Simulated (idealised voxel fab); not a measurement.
Process module in this document: voxel gate over fins
Pictured: cross-section cut, 225 nm wide, on a grid of 5 nm square cells.
Notation: cross-section as square-cell grid; stated in bands, top first, going down; one or more cell rows per band.
Band entry format. Leading values: height of top, height of bottom, nm. Remainder: materials in left-to-right order, each with its width in nm. Special words: "edge to edge" on a single material, which then fills the band edge to edge; "blank", empty space.
Basically, 0 is our baseline, since under it the wafer straight out of the box is all one material. The bottom band has no lower end and keeps on going down, so it looks like "0 -> down".
The width entry "30..40" should be interpreted row by row: the top row of cells in the band takes the first number, the bottom row takes the second number, and the change between adjacent rows is uniform throughout.
The designation "no alterations made", where it is given for a processing step, indicates that no cell of the cross-section was altered in the course of that step.
If an empty space has no open way to the top and is at least 8 cells in size, "Cavities, closed" lists it, written width x height at distance, where distance is measured from the left edge and every value is in nm.
That trailing text on a step's line, after the settings, is the simulator's own remark on the step.
Steps that use a mask can have "overlay nm" on their line. It says how far the mask sat to the right of where it was meant to be. Negative means to the left.
STEPS PLANNED FOR THE PROCESS
step 1: RECEIVE with material Si
step 2: CONFORMAL_DEP with material SiN, thk nm 5
step 3: PATTERN with tone cover, mask id FINS, material resist, width nm 15, pitch nm 45, thk nm 20, overlay nm 0
step 4: DIRECTIONAL_ETCH with etch materials SiN, depth nm 5
step 5: DIRECTIONAL_ETCH with etch materials Si, depth nm 35
step 6: STRIP with etch materials resist
step 7: OXIDIZE with depth nm 5
step 8: FILL_DEP with material SiO2, thk nm 5
step 9: CMP with height nm 5
step 10: SELECTIVE_ETCH with etch materials SiO2, depth nm 15
step 11: STRIP with etch materials SiN
step 12: CONFORMAL_DEP with material HfO2, thk nm 5
step 13: CONFORMAL_DEP with material TiN, thk nm 5
step 14: FILL_DEP with material W, thk nm 15
step 15: CMP with height nm 20
step 16: CONFORMAL_DEP with material SiN, thk nm 10
WAFER, FIRST OF TWO, RUN AS PLANNED
AS RECEIVED (POST STEP 1): CROSS-SECTION
  0 -> down = Si edge to edge
  Cavities, closed: none
STEP 2 DONE - WAFER CROSS-SECTION
  5 -> 0 = SiN edge to edge
  Below 0, the layers are the same as they were.
STEP 3 DONE - WAFER CROSS-SECTION
  25 -> 5 = 60 blank | 15 resist | 30 blank | 15 resist | 30 blank | 15 resist | 60 blank
  Below 5, the layers are the same as they were.
STEP 4 DONE - WAFER CROSS-SECTION
  25 -> 5 = 60 blank | 15 resist | 30 blank | 15 resist | 30 blank | 15 resist | 60 blank
  5 -> 0 = 60 blank | 15 SiN | 30 blank | 15 SiN | 30 blank | 15 SiN | 60 blank
  Below 0, the layers are the same as they were.
STEP 5 DONE - WAFER CROSS-SECTION
  25 -> 5 = 60 blank | 15 resist | 30 blank | 15 resist | 30 blank | 15 resist | 60 blank
  5 -> 0 = 60 blank | 15 SiN | 30 blank | 15 SiN | 30 blank | 15 SiN | 60 blank
  0 -> -35 = 60 blank | 15 Si | 30 blank | 15 Si | 30 blank | 15 Si | 60 blank
  Below -35, the layers are the same as they were.
STEP 6 DONE - WAFER CROSS-SECTION
  5 -> 0 = 60 blank | 15 SiN | 30 blank | 15 SiN | 30 blank | 15 SiN | 60 blank
  Below 0, the layers are the same as they were.
STEP 7 DONE - WAFER CROSS-SECTION
  5 -> 0 = 60 blank | 15 SiN | 30 blank | 15 SiN | 30 blank | 15 SiN | 60 blank
  0 -> -35 = 60 blank | 5 SiO2 | 5 Si | 5 SiO2 | 30 blank | 5 SiO2 | 5 Si | 5 SiO2 | 30 blank | 5 SiO2 | 5 Si | 5 SiO2 | 60 blank
  -35 -> -40 = 65 SiO2 | 5 Si | 40 SiO2 | 5 Si | 40 SiO2 | 5 Si | 65 SiO2
  Below -40, the layers are the same as they were.
STEP 8 DONE - WAFER CROSS-SECTION
  10 -> 5 = SiO2 edge to edge
  5 -> 0 = 60 SiO2 | 15 SiN | 30 SiO2 | 15 SiN | 30 SiO2 | 15 SiN | 60 SiO2
  0 -> -40 = 65 SiO2 | 5 Si | 40 SiO2 | 5 Si | 40 SiO2 | 5 Si | 65 SiO2
  Below -40, the layers are the same as they were.
STEP 9 DONE - WAFER CROSS-SECTION
  5 -> 0 = 60 SiO2 | 15 SiN | 30 SiO2 | 15 SiN | 30 SiO2 | 15 SiN | 60 SiO2
  Below 0, the layers are the same as they were.
STEP 10 DONE - WAFER CROSS-SECTION
  5 -> 0 = 60 blank | 15 SiN | 30 blank | 15 SiN | 30 blank | 15 SiN | 60 blank
  0 -> -10 = 65 blank | 5 Si | 40 blank | 5 Si | 40 blank | 5 Si | 65 blank
  Below -10, the layers are the same as they were.
STEP 11 DONE - WAFER CROSS-SECTION
  0 -> -10 = 65 blank | 5 Si | 40 blank | 5 Si | 40 blank | 5 Si | 65 blank
  Below -10, the layers are the same as they were.
STEP 12 DONE - WAFER CROSS-SECTION
  5 -> 0 = 60 blank | 15 HfO2 | 30 blank | 15 HfO2 | 30 blank | 15 HfO2 | 60 blank
  0 -> -5 = 60 blank | 5 HfO2 | 5 Si | 5 HfO2 | 30 blank | 5 HfO2 | 5 Si | 5 HfO2 | 30 blank | 5 HfO2 | 5 Si | 5 HfO2 | 60 blank
  -5 -> -10 = 65 HfO2 | 5 Si | 40 HfO2 | 5 Si | 40 HfO2 | 5 Si | 65 HfO2
  Below -10, the layers are the same as they were.
STEP 13 DONE - WAFER CROSS-SECTION
  10 -> 5 = 55 blank | 25 TiN | 20 blank | 25 TiN | 20 blank | 25 TiN | 55 blank
  5 -> 0 = 55 blank | 5 TiN | 15 HfO2 | 5 TiN | 20 blank | 5 TiN | 15 HfO2 | 5 TiN | 20 blank | 5 TiN | 15 HfO2 | 5 TiN | 55 blank
  0 -> -5 = 60 TiN | 5 HfO2 | 5 Si | 5 HfO2 | 30 TiN | 5 HfO2 | 5 Si | 5 HfO2 | 30 TiN | 5 HfO2 | 5 Si | 5 HfO2 | 60 TiN
  Below -5, the layers are the same as they were.
STEP 14 DONE - WAFER CROSS-SECTION
  25 -> 10 = W edge to edge
  10 -> 5 = 55 W | 25 TiN | 20 W | 25 TiN | 20 W | 25 TiN | 55 W
  5 -> 0 = 55 W | 5 TiN | 15 HfO2 | 5 TiN | 20 W | 5 TiN | 15 HfO2 | 5 TiN | 20 W | 5 TiN | 15 HfO2 | 5 TiN | 55 W
  Below 0, the layers are the same as they were.
STEP 15 DONE - WAFER CROSS-SECTION
  20 -> 10 = W edge to edge
  Below 10, the layers are the same as they were.
STEP 16 DONE - WAFER CROSS-SECTION
  30 -> 20 = SiN edge to edge
  Below 20, the layers are the same as they were.
THE SECOND WAFER WAS PREPARED FROM THE SAME STARTING POINT AND UNDER THE SAME PLAN AS THE FIRST; ITS PROCESSING CONTAINED ONE MISTAKE, AND IT REMAINS INDISTINGUISHABLE FROM THE FIRST WAFER UP TO AND INCLUDING STEP 4
WHAT THE SECOND WAFER LOOKS LIKE IN CROSS-SECTION WHEN STEP 5 SHOULD HAVE WRAPPED UP
  25 -> 5 = 60 blank | 15 resist | 30 blank | 15 resist | 30 blank | 15 resist | 60 blank
  5 -> 0 = 60 blank | 15 SiN | 30 blank | 15 SiN | 30 blank | 15 SiN | 60 blank
  0 -> -45 = 60 blank | 15 Si | 30 blank | 15 Si | 30 blank | 15 Si | 60 blank
  Below -45, the layers are the same as they were.
WHAT THE SECOND WAFER LOOKS LIKE IN CROSS-SECTION WHEN STEP 6 SHOULD HAVE WRAPPED UP
  5 -> 0 = 60 blank | 15 SiN | 30 blank | 15 SiN | 30 blank | 15 SiN | 60 blank
  Below 0, the layers are the same as they were.
WHAT THE SECOND WAFER LOOKS LIKE IN CROSS-SECTION WHEN STEP 7 SHOULD HAVE WRAPPED UP
  5 -> 0 = 60 blank | 15 SiN | 30 blank | 15 SiN | 30 blank | 15 SiN | 60 blank
  0 -> -45 = 60 blank | 5 SiO2 | 5 Si | 5 SiO2 | 30 blank | 5 SiO2 | 5 Si | 5 SiO2 | 30 blank | 5 SiO2 | 5 Si | 5 SiO2 | 60 blank
  -45 -> -50 = 65 SiO2 | 5 Si | 40 SiO2 | 5 Si | 40 SiO2 | 5 Si | 65 SiO2
  Below -50, the layers are the same as they were.
WHAT THE SECOND WAFER LOOKS LIKE IN CROSS-SECTION WHEN STEP 8 SHOULD HAVE WRAPPED UP
  10 -> 5 = SiO2 edge to edge
  5 -> 0 = 60 SiO2 | 15 SiN | 30 SiO2 | 15 SiN | 30 SiO2 | 15 SiN | 60 SiO2
  0 -> -50 = 65 SiO2 | 5 Si | 40 SiO2 | 5 Si | 40 SiO2 | 5 Si | 65 SiO2
  Below -50, the layers are the same as they were.
WHAT THE SECOND WAFER LOOKS LIKE IN CROSS-SECTION WHEN STEP 9 SHOULD HAVE WRAPPED UP
  5 -> 0 = 60 SiO2 | 15 SiN | 30 SiO2 | 15 SiN | 30 SiO2 | 15 SiN | 60 SiO2
  Below 0, the layers are the same as they were.
WHAT THE SECOND WAFER LOOKS LIKE IN CROSS-SECTION WHEN STEP 10 SHOULD HAVE WRAPPED UP
  5 -> 0 = 60 blank | 15 SiN | 30 blank | 15 SiN | 30 blank | 15 SiN | 60 blank
  0 -> -10 = 65 blank | 5 Si | 40 blank | 5 Si | 40 blank | 5 Si | 65 blank
  Below -10, the layers are the same as they were.
WHAT THE SECOND WAFER LOOKS LIKE IN CROSS-SECTION WHEN STEP 11 SHOULD HAVE WRAPPED UP
  0 -> -10 = 65 blank | 5 Si | 40 blank | 5 Si | 40 blank | 5 Si | 65 blank
  Below -10, the layers are the same as they were.
WHAT THE SECOND WAFER LOOKS LIKE IN CROSS-SECTION WHEN STEP 12 SHOULD HAVE WRAPPED UP
  5 -> 0 = 60 blank | 15 HfO2 | 30 blank | 15 HfO2 | 30 blank | 15 HfO2 | 60 blank
  0 -> -5 = 60 blank | 5 HfO2 | 5 Si | 5 HfO2 | 30 blank | 5 HfO2 | 5 Si | 5 HfO2 | 30 blank | 5 HfO2 | 5 Si | 5 HfO2 | 60 blank
  -5 -> -10 = 65 HfO2 | 5 Si | 40 HfO2 | 5 Si | 40 HfO2 | 5 Si | 65 HfO2
  Below -10, the layers are the same as they were.
WHAT THE SECOND WAFER LOOKS LIKE IN CROSS-SECTION WHEN STEP 13 SHOULD HAVE WRAPPED UP
  10 -> 5 = 55 blank | 25 TiN | 20 blank | 25 TiN | 20 blank | 25 TiN | 55 blank
  5 -> 0 = 55 blank | 5 TiN | 15 HfO2 | 5 TiN | 20 blank | 5 TiN | 15 HfO2 | 5 TiN | 20 blank | 5 TiN | 15 HfO2 | 5 TiN | 55 blank
  0 -> -5 = 60 TiN | 5 HfO2 | 5 Si | 5 HfO2 | 30 TiN | 5 HfO2 | 5 Si | 5 HfO2 | 30 TiN | 5 HfO2 | 5 Si | 5 HfO2 | 60 TiN
  Below -5, the layers are the same as they were.
WHAT THE SECOND WAFER LOOKS LIKE IN CROSS-SECTION WHEN STEP 14 SHOULD HAVE WRAPPED UP
  25 -> 10 = W edge to edge
  10 -> 5 = 55 W | 25 TiN | 20 W | 25 TiN | 20 W | 25 TiN | 55 W
  5 -> 0 = 55 W | 5 TiN | 15 HfO2 | 5 TiN | 20 W | 5 TiN | 15 HfO2 | 5 TiN | 20 W | 5 TiN | 15 HfO2 | 5 TiN | 55 W
  Below 0, the layers are the same as they were.
WHAT THE SECOND WAFER LOOKS LIKE IN CROSS-SECTION WHEN STEP 15 SHOULD HAVE WRAPPED UP
  20 -> 10 = W edge to edge
  Below 10, the layers are the same as they were.
WHAT THE SECOND WAFER LOOKS LIKE IN CROSS-SECTION WHEN STEP 16 SHOULD HAVE WRAPPED UP
  30 -> 20 = SiN edge to edge
  Below 20, the layers are the same as they were.
What was done differently from what was planned? note that step 5 departed from the planned setting and was carried out as DIRECTIONAL_ETCH with etch materials Si, depth nm 45
End check, counted in cells, second wafer has more or fewer of these materials than the first: 84 fewer of Si; 84 more of SiO2
